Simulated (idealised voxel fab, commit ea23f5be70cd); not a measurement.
process module | voxel self aligned vias
cross-section cut | 270 nm wide | cells 5 nm
A cross-section is a grid of square cells, given in bands from the top down. A band is one or more rows of cells.
Each band's line starts with the height of the band's top and of its bottom, in nm. Then come its materials from left to right, each with its width in nm. One material with "throughout" fills the band from edge to edge. "air" is empty space.
Height 0 is the level under which the wafer as received is all one material. The lowest band goes on downwards, as in "0 down".
A width such as "30 to 40" changes by the same amount from each row of cells to the next, from the band's top row to its bottom row.
"no change" after a step means that no cell of the cross-section changed.
closed voids: empty space of 8 cells or more with no open way to the top, each as width x height at its distance from the left edge, in nm
after a step's settings: what the simulator itself notes on the step
overlay nm, on a step with a mask: how far to the right of its planned place the mask lay; to the left if negative
plan
1 op RECEIVE | material Si
2 op CONFORMAL_DEP | material SiO2 | thk nm 15
3 op CONFORMAL_DEP | material SiCN | thk nm 5
4 op DIRECTIONAL_DEP | material SiO2 | thk nm 30
5 op PATTERN | tone open | mask id LINES | material resist | width nm 25 | pitch nm 50 | thk nm 15 | overlay nm 0
6 op DIRECTIONAL_ETCH | etch materials SiO2 | depth nm 30
7 op STRIP | etch materials resist
8 op CONFORMAL_DEP | material TiN | thk nm 5
9 op FILL_DEP | material Ru | thk nm 10
10 op CMP | height nm 50
11 op SELECTIVE_ETCH | etch materials W Ru TiN | depth nm 5
12 op FILL_DEP | material SiN | thk nm 5
13 op CMP | height nm 50
14 op DIRECTIONAL_DEP | material SiO2 | thk nm 20
15 op MASKED_ETCH | tone open | mask id VIAS | width nm 35 | pitch nm 100 | etch materials SiO2 | depth nm 20 | overlay nm 0
16 op MASKED_ETCH | tone open | mask id VIAS | width nm 35 | pitch nm 100 | etch materials SiN | depth nm 5 | overlay nm 0
17 op CONFORMAL_DEP | material TiN | thk nm 5
18 op FILL_DEP | material Cu | thk nm 5
19 op CMP | height nm 70
20 op CONFORMAL_DEP | material SiN | thk nm 5
first wafer, as planned
as received, after step 1
  0 down: Si throughout
  closed voids: none
after step 2
  15 to 0: SiO2 throughout
  below 0: unchanged
after step 3
  20 to 15: SiCN throughout
  below 15: unchanged
after step 4
  50 to 20: SiO2 throughout
  below 20: unchanged
after step 5
  65 to 50: resist 70 | air 25 | resist 25 | air 25 | resist 25 | air 25 | resist 75
  below 50: unchanged
after step 6
  65 to 50: resist 70 | air 25 | resist 25 | air 25 | resist 25 | air 25 | resist 75
  50 to 20: SiO2 70 | air 25 | SiO2 25 | air 25 | SiO2 25 | air 25 | SiO2 75
  below 20: unchanged
after step 7
  50 to 20: SiO2 70 | air 25 | SiO2 25 | air 25 | SiO2 25 | air 25 | SiO2 75
  below 20: unchanged
after step 8
  55 to 50: TiN 75 | air 15 | TiN 35 | air 15 | TiN 35 | air 15 | TiN 80
  50 to 25: SiO2 70 | TiN 5 | air 15 | TiN 5 | SiO2 25 | TiN 5 | air 15 | TiN 5 | SiO2 25 | TiN 5 | air 15 | TiN 5 | SiO2 75
  25 to 20: SiO2 70 | TiN 25 | SiO2 25 | TiN 25 | SiO2 25 | TiN 25 | SiO2 75
  below 20: unchanged
after step 9
  65 to 55: Ru throughout
  55 to 50: TiN 75 | Ru 15 | TiN 35 | Ru 15 | TiN 35 | Ru 15 | TiN 80
  50 to 25: SiO2 70 | TiN 5 | Ru 15 | TiN 5 | SiO2 25 | TiN 5 | Ru 15 | TiN 5 | SiO2 25 | TiN 5 | Ru 15 | TiN 5 | SiO2 75
  below 25: unchanged
after step 10
  50 to 25: SiO2 70 | TiN 5 | Ru 15 | TiN 5 | SiO2 25 | TiN 5 | Ru 15 | TiN 5 | SiO2 25 | TiN 5 | Ru 15 | TiN 5 | SiO2 75
  below 25: unchanged
after step 11
  50 to 45: SiO2 70 | air 25 | SiO2 25 | air 25 | SiO2 25 | air 25 | SiO2 75
  below 45: unchanged
after step 12
  55 to 50: SiN throughout
  50 to 45: SiO2 70 | SiN 25 | SiO2 25 | SiN 25 | SiO2 25 | SiN 25 | SiO2 75
  below 45: unchanged
after step 13
  50 to 45: SiO2 70 | SiN 25 | SiO2 25 | SiN 25 | SiO2 25 | SiN 25 | SiO2 75
  below 45: unchanged
after step 14
  70 to 50: SiO2 throughout
  below 50: unchanged
after step 15
  70 to 50: SiO2 65 | air 35 | SiO2 65 | air 35 | SiO2 70
  below 50: unchanged
after step 16
  70 to 50: SiO2 65 | air 35 | SiO2 65 | air 35 | SiO2 70
  50 to 45: SiO2 70 | air 25 | SiO2 25 | SiN 25 | SiO2 25 | air 25 | SiO2 75
  below 45: unchanged
after step 17
  75 to 70: TiN 70 | air 25 | TiN 75 | air 25 | TiN 75
  70 to 55: SiO2 65 | TiN 5 | air 25 | TiN 5 | SiO2 65 | TiN 5 | air 25 | TiN 5 | SiO2 70
  55 to 50: SiO2 65 | TiN 10 | air 15 | TiN 10 | SiO2 65 | TiN 10 | air 15 | TiN 10 | SiO2 70
  50 to 45: SiO2 70 | TiN 25 | SiO2 25 | SiN 25 | SiO2 25 | TiN 25 | SiO2 75
  below 45: unchanged
after step 18
  80 to 75: Cu throughout
  75 to 70: TiN 70 | Cu 25 | TiN 75 | Cu 25 | TiN 75
  70 to 55: SiO2 65 | TiN 5 | Cu 25 | TiN 5 | SiO2 65 | TiN 5 | Cu 25 | TiN 5 | SiO2 70
  55 to 50: SiO2 65 | TiN 10 | Cu 15 | TiN 10 | SiO2 65 | TiN 10 | Cu 15 | TiN 10 | SiO2 70
  below 50: unchanged
after step 19
  70 to 55: SiO2 65 | TiN 5 | Cu 25 | TiN 5 | SiO2 65 | TiN 5 | Cu 25 | TiN 5 | SiO2 70
  below 55: unchanged
after step 20
  75 to 70: SiN throughout
  below 70: unchanged
second wafer: like start, like plan, one mistake. Through step 16 it matches the first wafer
when step 17 should have ended
  75 to 70: SiCN 70 | air 25 | SiCN 75 | air 25 | SiCN 75
  70 to 55: SiO2 65 | SiCN 5 | air 25 | SiCN 5 | SiO2 65 | SiCN 5 | air 25 | SiCN 5 | SiO2 70
  55 to 50: SiO2 65 | SiCN 10 | air 15 | SiCN 10 | SiO2 65 | SiCN 10 | air 15 | SiCN 10 | SiO2 70
  50 to 45: SiO2 70 | SiCN 25 | SiO2 25 | SiN 25 | SiO2 25 | SiCN 25 | SiO2 75
  below 45: unchanged
when step 18 should have ended
  80 to 75: Cu throughout
  75 to 70: SiCN 70 | Cu 25 | SiCN 75 | Cu 25 | SiCN 75
  70 to 55: SiO2 65 | SiCN 5 | Cu 25 | SiCN 5 | SiO2 65 | SiCN 5 | Cu 25 | SiCN 5 | SiO2 70
  55 to 50: SiO2 65 | SiCN 10 | Cu 15 | SiCN 10 | SiO2 65 | SiCN 10 | Cu 15 | SiCN 10 | SiO2 70
  below 50: unchanged
when step 19 should have ended
  70 to 55: SiO2 65 | SiCN 5 | Cu 25 | SiCN 5 | SiO2 65 | SiCN 5 | Cu 25 | SiCN 5 | SiO2 70
  below 55: unchanged
when step 20 should have ended
  75 to 70: SiN throughout
  below 70: unchanged
what went wrong: step 17 ran as: op CONFORMAL_DEP | material SiCN | thk nm 5
at the end the second wafer has, in cells: 30 more of SiCN | 30 fewer of TiN
